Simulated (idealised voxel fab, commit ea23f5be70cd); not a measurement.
Process module, titled voxel capacitor over wiring
Square cell edge 5 nm, section width 195 nm, ID cut.
Cross-section layout: square cells on a grid; listed as bands, top to bottom; a band spans one or more cell rows.
First you get the band's top height and its bottom height, in nm, and then the materials it's made of, left to right, with each width in nm. If you see a single material with "edge to edge", that one covers the band edge to edge. "empty" is empty space.
A quick word on heights: they are counted from 0, and under that level the wafer as it came to us is one material throughout. The lowest band is different from the rest in having no bottom; it simply continues downward, written as in "z 0 and below".
So if you see something like "30 to 40" for the width, read it as the top row of the band sitting at the first number and the bottom row at the second, with every row in between moving by the same amount as the last.
For the purposes of this document, the phrase "remained the same" attached to a step denotes that no cell within the cross-section was modified by that step.
Any empty space of 8 cells or more lacking an open way to the top shows up in "Sealed void list" as width x height at distance, distance from the left edge, in nm.
Post-settings text on a step line: simulator's own remark regarding the step.
What "overlay nm" on a step's line means: if the step has a mask, that mask lay this far to the right of its planned place, or, when the value is negative, to the left.
Intended process steps
| 1 | RECEIVE | material Si |
| 2 | CONFORMAL_DEP | material SiO2 | thk nm 15 |
| 3 | CONFORMAL_DEP | material SiN | thk nm 5 |
| 4 | DIRECTIONAL_DEP | material lowk | thk nm 15 |
| 5 | DIRECTIONAL_DEP | material aC | thk nm 15 |
| 6 | PATTERN | tone open | mask id METAL_1 | material resist | width nm 30 | pitch nm 80 | thk nm 30 | overlay nm 0 |
| 7 | DIRECTIONAL_ETCH | etch materials aC | depth nm 15 |
| 8 | STRIP | etch materials resist |
| 9 | DIRECTIONAL_ETCH | etch materials lowk | depth nm 15 |
| 10 | DIRECTIONAL_ETCH | etch materials SiN | depth nm 5 |
| 11 | STRIP | etch materials aC |
| 12 | CONFORMAL_DEP | material TiN | thk nm 5 |
| 13 | FILL_DEP | material Ru | thk nm 10 |
| 14 | CMP | height nm 35 |
| 15 | CONFORMAL_DEP | material SiCN | thk nm 5 |
| 16 | DIRECTIONAL_DEP | material SiO2 | thk nm 15 |
| 17 | MASKED_ETCH | tone open | mask id PLUG_1 | width nm 15 | etch materials SiO2 | depth nm 15 | overlay nm 0 |
| 18 | MASKED_ETCH | tone open | mask id PLUG_1 | width nm 15 | etch materials SiCN | depth nm 5 | overlay nm 0 |
| 19 | EPI | material Ru | thk nm 10 |
| 20 | EPI | material Ru | thk nm 10 |
| 21 | DIRECTIONAL_DEP | material TiN | thk nm 5 |
| 22 | DIRECTIONAL_DEP | material HfO2 | thk nm 5 |
| 23 | DIRECTIONAL_DEP | material TiN | thk nm 5 |
| 24 | MASKED_ETCH | tone cover | mask id UPPER_PLATE | width nm 55 | etch materials TiN | depth nm 5 | overlay nm 0 |
| 25 | MASKED_ETCH | tone cover | mask id UPPER_PLATE | width nm 55 | etch materials HfO2 | depth nm 5 | overlay nm 0 |
| 26 | MASKED_ETCH | tone cover | mask id LOWER_PLATE | width nm 65 | etch materials TiN | depth nm 5 | overlay nm 0 |
| 27 | FILL_DEP | material SiO2 | thk nm 20 |
| 28 | CMP | height nm 85 |
| 29 | PATTERN | tone open | mask id PLUG_2 | material resist | width nm 15 | thk nm 15 | overlay nm 0 |
| 30 | DIRECTIONAL_ETCH | etch materials SiO2 | depth nm 15 |
| 31 | STRIP | etch materials resist |
| 32 | CONFORMAL_DEP | material TiN | thk nm 5 |
| 33 | FILL_DEP | material W | thk nm 5 |
| 34 | CMP | height nm 85 |
| 35 | CONFORMAL_DEP | material SiCN | thk nm 5 |
varied across the wafers: thk nm of step 32. The plan shows the first wafer's value. All wafers start alike
Cross-section: the first of several wafers in its as-received state, i.e. following step 1
- z 0 and below = Si edge to edge
- Sealed void list: none
The figure below presents a cross-section of the first of several wafers at the conclusion of the module, following its last step, step 35
- z 90 to 85 = SiCN edge to edge
- z 85 to 75 = SiO2=65, TiN=5, W=5, TiN=5, SiO2=115
- z 75 to 65 = SiO2=65 to 55, TiN=15 to 55, SiO2=115 to 85
- z 65 to 60 = SiO2=55, HfO2=55, SiO2=85
- z 60 to 55 = SiO2=50, TiN=65, SiO2=80
- z 55 to 40 = SiO2=55, Ru=15, SiO2=125
- z 40 to 35 = SiCN=55, Ru=15, SiCN=125
- z 35 to 20 = lowk=40, TiN=5, Ru=20, TiN=5, lowk=50, TiN=5, Ru=20, TiN=5, lowk=45
- z 20 to 15 = SiN=40, TiN=30, SiN=50, TiN=30, SiN=45
- z 15 to 0 = SiO2 edge to edge
- z 0 and below = Si edge to edge
- Sealed void list: none
The module's end: a cross-section of the last wafer
- z 90 to 85 = SiCN edge to edge
- z 85 to 70 = SiO2=65, TiN=15, SiO2=115
- z 70 to 65 = SiO2=55, TiN=55, SiO2=85
- z 65 to 60 = SiO2=55, HfO2=55, SiO2=85
- z 60 to 55 = SiO2=50, TiN=65, SiO2=80
- z 55 to 40 = SiO2=55, Ru=15, SiO2=125
- z 40 to 35 = SiCN=55, Ru=15, SiCN=125
- z 35 to 20 = lowk=40, TiN=5, Ru=20, TiN=5, lowk=50, TiN=5, Ru=20, TiN=5, lowk=45
- z 20 to 15 = SiN=40, TiN=30, SiN=50, TiN=30, SiN=45
- z 15 to 0 = SiO2 edge to edge
- z 0 and below = Si edge to edge
- Sealed void list: none
The following table contains a row per wafer, in which are reported, at the conclusion of the module, the cells of each material gained (+) or lost (-) since the wafer's receipt, with its closed voids given thereafter
thk nm 5 | +11 HfO2 | +36 Ru | +75 SiCN | +27 SiN | +415 SiO2 | +55 TiN | +2 W | +81 lowk | Sealed void list: none
thk nm 10 | +11 HfO2 | +36 Ru | +75 SiCN | +27 SiN | +415 SiO2 | +57 TiN | +81 lowk | Sealed void list: none
thk nm 15 | +11 HfO2 | +36 Ru | +75 SiCN | +27 SiN | +415 SiO2 | +57 TiN | +81 lowk | Sealed void list: none
thk nm 20 | +11 HfO2 | +36 Ru | +75 SiCN | +27 SiN | +415 SiO2 | +57 TiN | +81 lowk | Sealed void list: none
